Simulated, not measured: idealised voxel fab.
Process module name: voxel self aligned vias
This is section cut - it's 150 nm across, gridded in 5 nm square cells.
Throughout this document, each cross-section is represented as a grid of square cells and is presented as a sequence of bands enumerated from the top downward, where a band comprises one or more rows of cells.
Each band's line starts with the height of the band's top and of its bottom, in nm. Then come its materials from left to right, each with its width in nm. One material with "edge to edge" fills the band from edge to edge. "blank" is empty space.
We count height from 0. Below that, the starting wafer is all one material. The lowest band never ends at the bottom but goes on down; see "0 and below" for how that is written.
Read "30 to 40" as a graded width: first number on top, second number at the bottom, same change between each pair of neighbouring rows.
Step marked "no change occurred"? Then no cell in the cross-section changed in it.
"Sealed cavities" lists enclosed empty spaces (at least 8 cells, no open path upward to the top), each as width x height at distance from the left edge, in nm.
Heads up: the bit after the settings on a step's line is the simulator's remark on that step.
overlay nm: step with mask; distance mask lay right of planned place; negative value = left of planned place.

PLAN
step 1: RECEIVE,material Si
step 2: CONFORMAL_DEP,material SiO2,thk nm 15
step 3: CONFORMAL_DEP,material SiCN,thk nm 5
step 4: DIRECTIONAL_DEP,material SiO2,thk nm 30
step 5: PATTERN,tone open,mask id LINES,material resist,width nm 25,pitch nm 65,thk nm 15,overlay nm 0
step 6: DIRECTIONAL_ETCH,etch materials SiO2,depth nm 30
step 7: STRIP,etch materials resist
step 8: CONFORMAL_DEP,material TiN,thk nm 5
step 9: FILL_DEP,material W,thk nm 5
step 10: CMP,height nm 50
step 11: SELECTIVE_ETCH,etch materials W Ru TiN,depth nm 5
step 12: FILL_DEP,material SiN,thk nm 10
step 13: CMP,height nm 50
step 14: DIRECTIONAL_DEP,material SiO2,thk nm 15
step 15: DIRECTIONAL_DEP,material aC,thk nm 10
step 16: PATTERN,tone open,mask id VIAS,material resist,width nm 45,thk nm 30,overlay nm 0
step 17: DIRECTIONAL_ETCH,etch materials aC,depth nm 10
step 18: STRIP,etch materials resist
step 19: DIRECTIONAL_ETCH,etch materials SiO2,depth nm 15
step 20: DIRECTIONAL_ETCH,etch materials SiN,depth nm 5
step 21: STRIP,etch materials aC
step 22: CONFORMAL_DEP,material TiN,thk nm 5
step 23: FILL_DEP,material Cu,thk nm 5
step 24: CMP,height nm 65
step 25: CONFORMAL_DEP,material SiN,thk nm 5

THE FIRST OF THE TWO WAFERS, WHICH RAN AS PLANNED

AS-RECEIVED STATE OF THE WAFER IN CROSS-SECTION, EQUIVALENT TO POST-STEP 1
    0 and below: Si edge to edge
    Sealed cavities: none

CROSS-SECTION THROUGH THE WAFER, STEP 2 FINISHED
    15 down to 0: SiO2 edge to edge
    Unchanged below 0.

CROSS-SECTION THROUGH THE WAFER, STEP 3 FINISHED
    20 down to 15: SiCN edge to edge
    Unchanged below 15.

CROSS-SECTION THROUGH THE WAFER, STEP 4 FINISHED
    50 down to 20: SiO2 edge to edge
    Unchanged below 20.

CROSS-SECTION THROUGH THE WAFER, STEP 5 FINISHED
    65 down to 50: resist 30, then blank 25, then resist 40, then blank 25, then resist 30
    Unchanged below 50.

CROSS-SECTION THROUGH THE WAFER, STEP 6 FINISHED
    65 down to 50: resist 30, then blank 25, then resist 40, then blank 25, then resist 30
    50 down to 20: SiO2 30, then blank 25, then SiO2 40, then blank 25, then SiO2 30
    Unchanged below 20.

CROSS-SECTION THROUGH THE WAFER, STEP 7 FINISHED
    50 down to 20: SiO2 30, then blank 25, then SiO2 40, then blank 25, then SiO2 30
    Unchanged below 20.

CROSS-SECTION THROUGH THE WAFER, STEP 8 FINISHED
    55 down to 50: TiN 35, then blank 15, then TiN 50, then blank 15, then TiN 35
    50 down to 25: SiO2 30, then TiN 5, then blank 15, then TiN 5, then SiO2 40, then TiN 5, then blank 15, then TiN 5, then SiO2 30
    25 down to 20: SiO2 30, then TiN 25, then SiO2 40, then TiN 25, then SiO2 30
    Unchanged below 20.

CROSS-SECTION THROUGH THE WAFER, STEP 9 FINISHED
    60 down to 55: W edge to edge
    55 down to 50: TiN 35, then W 15, then TiN 50, then W 15, then TiN 35
    50 down to 25: SiO2 30, then TiN 5, then W 15, then TiN 5, then SiO2 40, then TiN 5, then W 15, then TiN 5, then SiO2 30
    Unchanged below 25.

CROSS-SECTION THROUGH THE WAFER, STEP 10 FINISHED
    50 down to 25: SiO2 30, then TiN 5, then W 15, then TiN 5, then SiO2 40, then TiN 5, then W 15, then TiN 5, then SiO2 30
    Unchanged below 25.

CROSS-SECTION THROUGH THE WAFER, STEP 11 FINISHED
    50 down to 45: SiO2 30, then blank 25, then SiO2 40, then blank 25, then SiO2 30
    Unchanged below 45.

CROSS-SECTION THROUGH THE WAFER, STEP 12 FINISHED
    60 down to 50: SiN edge to edge
    50 down to 45: SiO2 30, then SiN 25, then SiO2 40, then SiN 25, then SiO2 30
    Unchanged below 45.

CROSS-SECTION THROUGH THE WAFER, STEP 13 FINISHED
    50 down to 45: SiO2 30, then SiN 25, then SiO2 40, then SiN 25, then SiO2 30
    Unchanged below 45.

CROSS-SECTION THROUGH THE WAFER, STEP 14 FINISHED
    65 down to 50: SiO2 edge to edge
    Unchanged below 50.

CROSS-SECTION THROUGH THE WAFER, STEP 15 FINISHED
    75 down to 65: aC edge to edge
    Unchanged below 65.

CROSS-SECTION THROUGH THE WAFER, STEP 16 FINISHED
    105 down to 75: resist 20, then blank 45, then resist 85
    Unchanged below 75.

CROSS-SECTION THROUGH THE WAFER, STEP 17 FINISHED
    95 down to 75: resist 20, then blank 45, then resist 85
    75 down to 65: aC 20, then blank 45, then aC 85
    Unchanged below 65.

CROSS-SECTION THROUGH THE WAFER, STEP 18 FINISHED
    75 down to 65: aC 20, then blank 45, then aC 85
    Unchanged below 65.

CROSS-SECTION THROUGH THE WAFER, STEP 19 FINISHED
    75 down to 65: aC 20, then blank 45, then aC 85
    65 down to 50: SiO2 20, then blank 45, then SiO2 85
    Unchanged below 50.

CROSS-SECTION THROUGH THE WAFER, STEP 20 FINISHED
    75 down to 65: aC 20, then blank 45, then aC 85
    65 down to 50: SiO2 20, then blank 45, then SiO2 85
    50 down to 45: SiO2 30, then blank 25, then SiO2 40, then SiN 25, then SiO2 30
    Unchanged below 45.

CROSS-SECTION THROUGH THE WAFER, STEP 21 FINISHED
    65 down to 50: SiO2 20, then blank 45, then SiO2 85
    Unchanged below 50.

CROSS-SECTION THROUGH THE WAFER, STEP 22 FINISHED
    70 down to 65: TiN 25, then blank 35, then TiN 90
    65 down to 55: SiO2 20, then TiN 5, then blank 35, then TiN 5, then SiO2 85
    55 down to 50: SiO2 20, then TiN 15, then blank 15, then TiN 15, then SiO2 85
    50 down to 45: SiO2 30, then TiN 25, then SiO2 40, then SiN 25, then SiO2 30
    Unchanged below 45.

CROSS-SECTION THROUGH THE WAFER, STEP 23 FINISHED
    75 down to 70: Cu edge to edge
    70 down to 65: TiN 25, then Cu 35, then TiN 90
    65 down to 55: SiO2 20, then TiN 5, then Cu 35, then TiN 5, then SiO2 85
    55 down to 50: SiO2 20, then TiN 15, then Cu 15, then TiN 15, then SiO2 85
    Unchanged below 50.

CROSS-SECTION THROUGH THE WAFER, STEP 24 FINISHED
    65 down to 55: SiO2 20, then TiN 5, then Cu 35, then TiN 5, then SiO2 85
    Unchanged below 55.

CROSS-SECTION THROUGH THE WAFER, STEP 25 FINISHED
    70 down to 65: SiN edge to edge
    Unchanged below 65.

FOR THE SECOND WAFER, TAKE THE FIRST WAFER'S START AND PLAN, THEN ADD ONE MISTAKE MADE IN RUNNING IT; EVERYTHING THROUGH STEP 18, THAT STEP INCLUDED, IS SHARED WITH THE FIRST

LOOK AT THE SECOND WAFER IN CROSS-SECTION AT THE TIME STEP 19 OUGHT TO HAVE FINISHED
    75 down to 65: aC 20, then blank 45, then aC 85
    65 down to 50: SiO2 20, then blank 45, then SiO2 85
    50 down to 45: SiO2 20, then blank 10, then SiN 25, then blank 10, then SiO2 30, then SiN 25, then SiO2 30
    45 down to 35: SiO2 20, then blank 10, then TiN 5, then W 15, then TiN 5, then blank 10, then SiO2 30, then TiN 5, then W 15, then TiN 5, then SiO2 30
    Unchanged below 35.

LOOK AT THE SECOND WAFER IN CROSS-SECTION AT THE TIME STEP 20 OUGHT TO HAVE FINISHED
    75 down to 65: aC 20, then blank 45, then aC 85
    65 down to 50: SiO2 20, then blank 45, then SiO2 85
    50 down to 45: SiO2 20, then blank 45, then SiO2 30, then SiN 25, then SiO2 30
    Unchanged below 45.

LOOK AT THE SECOND WAFER IN CROSS-SECTION AT THE TIME STEP 21 OUGHT TO HAVE FINISHED
    65 down to 50: SiO2 20, then blank 45, then SiO2 85
    Unchanged below 50.

LOOK AT THE SECOND WAFER IN CROSS-SECTION AT THE TIME STEP 22 OUGHT TO HAVE FINISHED
    70 down to 65: TiN 25, then blank 35, then TiN 90
    65 down to 50: SiO2 20, then TiN 5, then blank 35, then TiN 5, then SiO2 85
    50 down to 45: SiO2 20, then TiN 45, then SiO2 30, then SiN 25, then SiO2 30
    45 down to 35: SiO2 20, then TiN 15, then W 15, then TiN 15, then SiO2 30, then TiN 5, then W 15, then TiN 5, then SiO2 30
    Unchanged below 35.

LOOK AT THE SECOND WAFER IN CROSS-SECTION AT THE TIME STEP 23 OUGHT TO HAVE FINISHED
    75 down to 70: Cu edge to edge
    70 down to 65: TiN 25, then Cu 35, then TiN 90
    65 down to 50: SiO2 20, then TiN 5, then Cu 35, then TiN 5, then SiO2 85
    Unchanged below 50.

LOOK AT THE SECOND WAFER IN CROSS-SECTION AT THE TIME STEP 24 OUGHT TO HAVE FINISHED
    65 down to 50: SiO2 20, then TiN 5, then Cu 35, then TiN 5, then SiO2 85
    Unchanged below 50.

LOOK AT THE SECOND WAFER IN CROSS-SECTION AT THE TIME STEP 25 OUGHT TO HAVE FINISHED
    70 down to 65: SiN edge to edge
    Unchanged below 65.
What broke from the plan during processing? step 19, plan: ran twice
Once processing is complete, comparing cell counts shows that the second wafer has more or fewer of certain materials than the first: Cu +4; SiO2 -12; TiN +8
